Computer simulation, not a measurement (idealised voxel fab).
Module name: voxel wiring stack (process module)
Pictured: cross-section cut, 140 nm wide, on a grid of 5 nm square cells.
Cross-sections here: square-cell grids, written as top-down lists of bands, a band being one or more rows of cells.
Band entry format. Leading values: height of top, height of bottom, nm. Remainder: materials in left-to-right order, each with its width in nm. Special words: "everywhere" on a single material, which then fills the band edge to edge; "air", empty space.
For the purposes of this specification, 0 denotes the height below which the wafer in its as-received condition is composed wholly of one material, and the lowermost band, lacking a lower limit, extends downward without end, as expressed in "top 0, no bottom".
Quick explanation for "30..40": the width changes in equal steps down the rows of cells, from the first number in the band's top row to the second number in its bottom row.
Key: "no change" - step with no changed cell in the cross-section.
"Closed void register" contains a list of empty spaces, each no smaller than 8 cells and without an open way to the top, written in the form width x height at distance with the distance from the left edge and all three in nm.
Post-settings text on a step line: simulator's own remark regarding the step.
overlay nm: step with mask; distance mask lay right of planned place; negative value = left of planned place.
## Below is the list of planned process steps
- 1: RECEIVE (material Si)
- 2: CONFORMAL_DEP (material SiO2; thk nm 10)
- 3: CONFORMAL_DEP (material SiCN; thk nm 5)
- 4: DIRECTIONAL_DEP (material SiO2; thk nm 25)
- 5: MASKED_ETCH (tone open; mask id METAL_1; width nm 20; pitch nm 35; etch materials SiO2; depth nm 25; overlay nm 0)
- 6: MASKED_ETCH (tone open; mask id METAL_1; width nm 20; pitch nm 35; etch materials SiCN; depth nm 5; overlay nm 0)
- 7: CONFORMAL_DEP (material TiN; thk nm 5)
- 8: FILL_DEP (material W; thk nm 10)
- 9: CMP (height nm 40)
- 10: EPI (material Ru; thk nm 5)
- 11: FILL_DEP (material SiCN; thk nm 5)
- 12: DIRECTIONAL_DEP (material lowk; thk nm 10)
- 13: PATTERN (tone open; mask id PLUG_1; material resist; width nm 15; pitch nm 70; thk nm 20; overlay nm 0)
- 14: DIRECTIONAL_ETCH (etch materials lowk; depth nm 10)
- 15: DIRECTIONAL_ETCH (etch materials SiCN; depth nm 5)
- 16: STRIP (etch materials resist)
- 17: CONFORMAL_DEP (material TiN; thk nm 5)
- 18: FILL_DEP (material W; thk nm 5)
- 19: CMP (height nm 60)
- 20: DIRECTIONAL_DEP (material TiN; thk nm 5)
- 21: DIRECTIONAL_DEP (material Ru; thk nm 20)
- 22: MASKED_ETCH (tone cover; mask id METAL_2; width nm 20; pitch nm 35; etch materials Ru; depth nm 20; overlay nm 0)
- 23: MASKED_ETCH (tone cover; mask id METAL_2; width nm 20; pitch nm 35; etch materials TiN; depth nm 5; overlay nm 0)
- 24: CONFORMAL_DEP (material SiN; thk nm 5)
- 25: FILL_DEP (material lowk; thk nm 10)
- 26: CMP (height nm 85)
- 27: CONFORMAL_DEP (material SiCN; thk nm 5)
- 28: DIRECTIONAL_DEP (material SiO2; thk nm 35)
- 29: PATTERN (tone open; mask id METAL_3; material resist; width nm 20; pitch nm 35; thk nm 15; overlay nm 0)
- 30: DIRECTIONAL_ETCH (etch materials SiO2; depth nm 20)
- 31: STRIP (etch materials resist)
- 32: PATTERN (tone open; mask id METAL_3_HOLES; material resist; width nm 15; pitch nm 35; thk nm 15; overlay nm 0)
- 33: DIRECTIONAL_ETCH (etch materials SiO2; depth nm 15)
- 34: DIRECTIONAL_ETCH (etch materials SiCN; depth nm 5)
- 35: STRIP (etch materials resist)
- 36: CONFORMAL_DEP (material TiN; thk nm 5)
- 37: FILL_DEP (material Cu; thk nm 10)
- 38: CMP (height nm 125)
- 39: CONFORMAL_DEP (material SiN; thk nm 5)
## Incoming wafer, cross-sectional view, post step 1
    top 0, no bottom: Si everywhere
    Closed void register: none
## first wafer at the end, as planned
    top 130, bottom 125: SiN everywhere
    top 125, bottom 110: SiO2 (25) / TiN (5) / Cu (10) / TiN (5) / SiO2 (15) / TiN (5) / Cu (10) / TiN (5) / SiO2 (15) / TiN (5) / Cu (10) / TiN (5) / SiO2 (25)
    top 110, bottom 105: SiO2 (25) / TiN (5) / Cu (5) / TiN (10) / SiO2 (15) / TiN (5) / Cu (5) / TiN (10) / SiO2 (15) / TiN (5) / Cu (5) / TiN (10) / SiO2 (25)
    top 105, bottom 90: SiO2 (25) / TiN (5) / Cu (5) / TiN (5) / SiO2 (20) / TiN (5) / Cu (5) / TiN (5) / SiO2 (20) / TiN (5) / Cu (5) / TiN (5) / SiO2 (30)
    top 90, bottom 85: SiCN (25) / TiN (15) / SiCN (20) / TiN (15) / SiCN (20) / TiN (15) / SiCN (30)
    top 85, bottom 65: lowk (20) / SiN (5) / Ru (20) / SiN (5) / lowk (5) / SiN (5) / Ru (20) / SiN (5) / lowk (5) / SiN (5) / Ru (20) / SiN (5) / lowk (20)
    top 65, bottom 60: SiN (25) / TiN (20) / SiN (15) / TiN (20) / SiN (15) / TiN (20) / SiN (25)
    top 60, bottom 50: lowk (25) / TiN (5) / W (5) / TiN (5) / lowk (55) / TiN (5) / W (5) / TiN (5) / lowk (30)
    top 50, bottom 45: SiCN (25) / TiN (15) / SiCN (55) / TiN (15) / SiCN (30)
    top 45, bottom 40: SiCN (20) / Ru (30) / SiCN (5) / Ru (30) / SiCN (5) / Ru (30) / SiCN (20)
    top 40, bottom 15: SiO2 (25) / TiN (5) / W (10) / TiN (5) / SiO2 (15) / TiN (5) / W (10) / TiN (5) / SiO2 (15) / TiN (5) / W (10) / TiN (5) / SiO2 (25)
    top 15, bottom 10: SiCN (25) / TiN (20) / SiCN (15) / TiN (20) / SiCN (15) / TiN (20) / SiCN (25)
    top 10, bottom 0: SiO2 everywhere
    top 0, no bottom: Si everywhere
    Closed void register: none
## Wafer two cross-section, module end. Start and plan unchanged from wafer one; one mistake made during the run
    top 130, bottom 125: SiN everywhere
    top 125, bottom 90: SiO2 (25) / TiN (5) / Cu (10) / TiN (5) / SiO2 (15) / TiN (5) / Cu (10) / TiN (5) / SiO2 (15) / TiN (5) / Cu (10) / TiN (5) / SiO2 (25)
    top 90, bottom 85: SiCN (25) / TiN (20) / SiCN (15) / TiN (20) / SiCN (15) / TiN (20) / SiCN (25)
    top 85, bottom 65: lowk (20) / SiN (5) / Ru (20) / SiN (5) / lowk (5) / SiN (5) / Ru (20) / SiN (5) / lowk (5) / SiN (5) / Ru (20) / SiN (5) / lowk (20)
    top 65, bottom 60: SiN (25) / TiN (20) / SiN (15) / TiN (20) / SiN (15) / TiN (20) / SiN (25)
    top 60, bottom 50: lowk (25) / TiN (5) / W (5) / TiN (5) / lowk (55) / TiN (5) / W (5) / TiN (5) / lowk (30)
    top 50, bottom 45: SiCN (25) / TiN (15) / SiCN (55) / TiN (15) / SiCN (30)
    top 45, bottom 40: SiCN (20) / Ru (30) / SiCN (5) / Ru (30) / SiCN (5) / Ru (30) / SiCN (20)
    top 40, bottom 15: SiO2 (25) / TiN (5) / W (10) / TiN (5) / SiO2 (15) / TiN (5) / W (10) / TiN (5) / SiO2 (15) / TiN (5) / W (10) / TiN (5) / SiO2 (25)
    top 15, bottom 10: SiCN (25) / TiN (20) / SiCN (15) / TiN (20) / SiCN (15) / TiN (20) / SiCN (25)
    top 10, bottom 0: SiO2 everywhere
    top 0, no bottom: Si everywhere
    Closed void register: none
Which mistake was made when the wafer was run? the process deviated at step 32: the operation and settings actually run there were PATTERN (tone open; mask id METAL_3_HOLES; material resist; width nm 20; pitch nm 35; thk nm 15; overlay nm 0)
The final cell counts differ between the wafers, with the second having more or fewer of some materials than the first: Cu +12 | SiCN -3 | SiO2 -9
